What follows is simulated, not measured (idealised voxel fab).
The process module presented herein is designated voxel quadruple lines.
It is cross-section cut that appears here, measuring 285 nm in width, its square cells being 5 nm in size.
If you're reading a cross-section in this doc, picture square cells in a grid; it comes to you as bands, top ones listed first down to the bottom, and a band can be one or more rows of cells.
It is stipulated that each band's entry specify, in nanometres, the height of the top of the band and then that of its bottom, followed by the materials of the band in left-to-right sequence, each together with its width in nanometres. A single material marked by the word "edge to edge" is understood to fill the band from edge to edge; the word "blank" is understood to denote empty space.
Heights are measured from 0, the level below which the as-received wafer is all one material; the lowest band has no bottom and continues downward, written as in "0 nm and below".
Top row gets the first number, bottom row gets the second, and each row in between changes by the same step: that is how a band width like "30 to 40" works.
Given "changes: none" for a step, no cell of the cross-section differs between before and after that step.
Entry "Fully closed voids" = empty spaces >= 8 cells with no open way to the top; each as width x height at distance, distance from left edge, all nm.
Where a step's line continues beyond its settings, the continuation is a remark by the simulator itself on that step.
What "overlay nm" on a step's line means: if the step has a mask, that mask lay this far to the right of its planned place, or, when the value is negative, to the left.

[plan]
step 1: RECEIVE with material Si
step 2: CONFORMAL_DEP with material Al2O3, thk nm 5
step 3: DIRECTIONAL_DEP with material W, thk nm 15
step 4: DIRECTIONAL_DEP with material polySi, thk nm 20
step 5: DIRECTIONAL_DEP with material aC, thk nm 25
step 6: PATTERN with tone cover, mask id MANDREL, material resist, width nm 30, thk nm 30, overlay nm -15
step 7: DIRECTIONAL_ETCH with etch materials aC, depth nm 25
step 8: STRIP with etch materials resist
step 9: CONFORMAL_DEP with material SiO2, thk nm 10
step 10: DIRECTIONAL_ETCH with etch materials SiO2, depth nm 10
step 11: STRIP with etch materials aC
step 12: DIRECTIONAL_ETCH with etch materials polySi, depth nm 20
step 13: STRIP with etch materials SiO2
step 14: CONFORMAL_DEP with material SiN, thk nm 10
step 15: DIRECTIONAL_ETCH with etch materials SiN, depth nm 10
step 16: STRIP with etch materials polySi
step 17: DIRECTIONAL_ETCH with etch materials W, depth nm 15
step 18: STRIP with etch materials SiN
step 19: FILL_DEP with material lowk, thk nm 5
step 20: CMP with height nm 20
Keep in mind the plan's value for the overlay nm of step 6 comes from the first wafer; the wafers don't share that setting, but they do share the same starting point.

[As received, i.e. after step 1: cross-section through the first of several wafers]
0 nm and below  Si edge to edge
Fully closed voids: none

[Module end state after final step 20: cross-section of the first of several wafers]
20 nm to 5 nm  lowk: 90; W: 10; lowk: 10; W: 10; lowk: 10; W: 10; lowk: 10; W: 10; lowk: 125
5 nm to 0 nm  Al2O3 edge to edge
0 nm and below  Si edge to edge
Fully closed voids: none

[Final wafer of several, shown in cross-section at the end of the module]
20 nm to 5 nm  lowk: 120; W: 10; lowk: 10; W: 10; lowk: 10; W: 10; lowk: 10; W: 10; lowk: 95
5 nm to 0 nm  Al2O3 edge to edge
0 nm and below  Si edge to edge
Fully closed voids: none

[Per wafer, end of module: cells gained (+) or lost (-) per material since receipt, then closed voids]
overlay nm -15; +57 Al2O3; +24 W; +147 lowk; Fully closed voids: none
overlay nm -10; +57 Al2O3; +24 W; +147 lowk; Fully closed voids: none
overlay nm -5; +57 Al2O3; +24 W; +147 lowk; Fully closed voids: none
overlay nm 0; +57 Al2O3; +24 W; +147 lowk; Fully closed voids: none
overlay nm 5; +57 Al2O3; +24 W; +147 lowk; Fully closed voids: none
overlay nm 10; +57 Al2O3; +24 W; +147 lowk; Fully closed voids: none
overlay nm 15; +57 Al2O3; +24 W; +147 lowk; Fully closed voids: none
